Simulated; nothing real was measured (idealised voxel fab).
Name of the process module below: voxel capacitor over wiring
The figure presents cross-section cut, which has a width of 200 nm and is divided into square cells with an edge length of 5 nm.
Cross-section = grid of square cells, listed top down in bands; band = one or more rows. The entry gives the band's vertical extent as a top height and a bottom height in nm, then its horizontal make-up as materials from left to right, each with a width in nm. "air" stands for empty space; a single material marked "all across" fills the band edge to edge. Heights are expressed relative to 0, this being the level below which the as-received wafer comprises one material exclusively. The lowest band is unbounded in the downward direction and is denoted as in "from 0 down". The two numbers in a width such as "30 to 40" mark its ends across the band: the first belongs to the top row of cells, the second to the bottom row, and from each row to the next the width moves by the same amount. Key: "changes: none" - step with no changed cell in the cross-section. The entry "Closed void roster" lists the empty spaces that cover at least 8 cells and have no open path to the top. Each is written as width x height at distance, where the distance is measured from the left edge and all three values are in nm. Step line, after settings: the simulator's comment on this step. Steps that use a mask can have "overlay nm" on their line. It says how far the mask sat to the right of where it was meant to be. Negative means to the left.
-- Process steps (planned)
1: RECEIVE with material Si
2: CONFORMAL_DEP with material SiO2, thk nm 15
3: DIRECTIONAL_DEP with material TiN, thk nm 5
4: DIRECTIONAL_DEP with material Ru, thk nm 20
5: MASKED_ETCH with tone cover, mask id METAL_1, width nm 20, pitch nm 90, etch materials Ru, depth nm 20, overlay nm 0
6: MASKED_ETCH with tone cover, mask id METAL_1, width nm 20, pitch nm 90, etch materials TiN, depth nm 5, overlay nm 0
7: FILL_DEP with material SiO2, thk nm 10
8: CMP with height nm 40
9: CONFORMAL_DEP with material SiCN, thk nm 5
10: DIRECTIONAL_DEP with material lowk, thk nm 15
11: MASKED_ETCH with tone open, mask id PLUG_1, width nm 15, etch materials lowk, depth nm 15, overlay nm 0
12: MASKED_ETCH with tone open, mask id PLUG_1, width nm 15, etch materials SiCN, depth nm 5, overlay nm 0
13: EPI with material Ru, thk nm 10
14: EPI with material Ru, thk nm 10
15: DIRECTIONAL_DEP with material TiN, thk nm 10
16: DIRECTIONAL_DEP with material SiN, thk nm 5
17: DIRECTIONAL_DEP with material TiN, thk nm 10
18: DIRECTIONAL_DEP with material aC, thk nm 15
19: PATTERN with tone cover, mask id UPPER_PLATE, material resist, width nm 75, thk nm 30, overlay nm 0
20: DIRECTIONAL_ETCH with etch materials aC, depth nm 15
21: STRIP with etch materials resist
22: DIRECTIONAL_ETCH with etch materials TiN, depth nm 10
23: DIRECTIONAL_ETCH with etch materials SiN, depth nm 5
24: STRIP with etch materials aC
25: MASKED_ETCH with tone cover, mask id LOWER_PLATE, width nm 85, etch materials TiN, depth nm 10, overlay nm 0
26: FILL_DEP with material SiO2, thk nm 20
27: CMP with height nm 100
28: PATTERN with tone open, mask id PLUG_2, material resist, width nm 15, thk nm 15, overlay nm 0
29: DIRECTIONAL_ETCH with etch materials SiO2, depth nm 15
30: STRIP with etch materials resist
31: CONFORMAL_DEP with material TiN, thk nm 5
32: FILL_DEP with material W, thk nm 10
33: CMP with height nm 100
34: CONFORMAL_DEP with material SiCN, thk nm 5
-- Received-state cross-section, reflecting completion of step 1
  from 0 down = Si all across
  Closed void roster: none
-- End-of-module cross-section. Starting structure and process plan as above; one mistake made in running it
  from 120 to 115 = SiCN all across
  from 115 to 105 = W all across
  from 105 to 100 = 65 of TiN, then 5 of W, then 130 of TiN
  from 100 to 90 = 60 of SiO2, then 5 of TiN, then 5 of W, then 5 of TiN, then 125 of SiO2
  from 90 to 85 = 60 of SiO2, then 15 of TiN, then 125 of SiO2
  from 85 to 75 = 50 of SiO2, then 75 of TiN, then 75 of SiO2
  from 75 to 70 = 50 of SiO2, then 75 of SiN, then 75 of SiO2
  from 70 to 60 = 45 of SiO2, then 85 of TiN, then 70 of SiO2
  from 60 to 45 = 50 of lowk, then 15 of Ru, then 135 of lowk
  from 45 to 40 = 50 of SiCN, then 15 of Ru, then 135 of SiCN
  from 40 to 20 = 45 of SiO2, then 20 of Ru, then 70 of SiO2, then 20 of Ru, then 45 of SiO2
  from 20 to 15 = 45 of SiO2, then 20 of TiN, then 70 of SiO2, then 20 of TiN, then 45 of SiO2
  from 15 to 0 = SiO2 all across
  from 0 down = Si all across
  Closed void roster: none
Deviation noted in wafer processing: step 33 of the plan was bypassed and not carried out
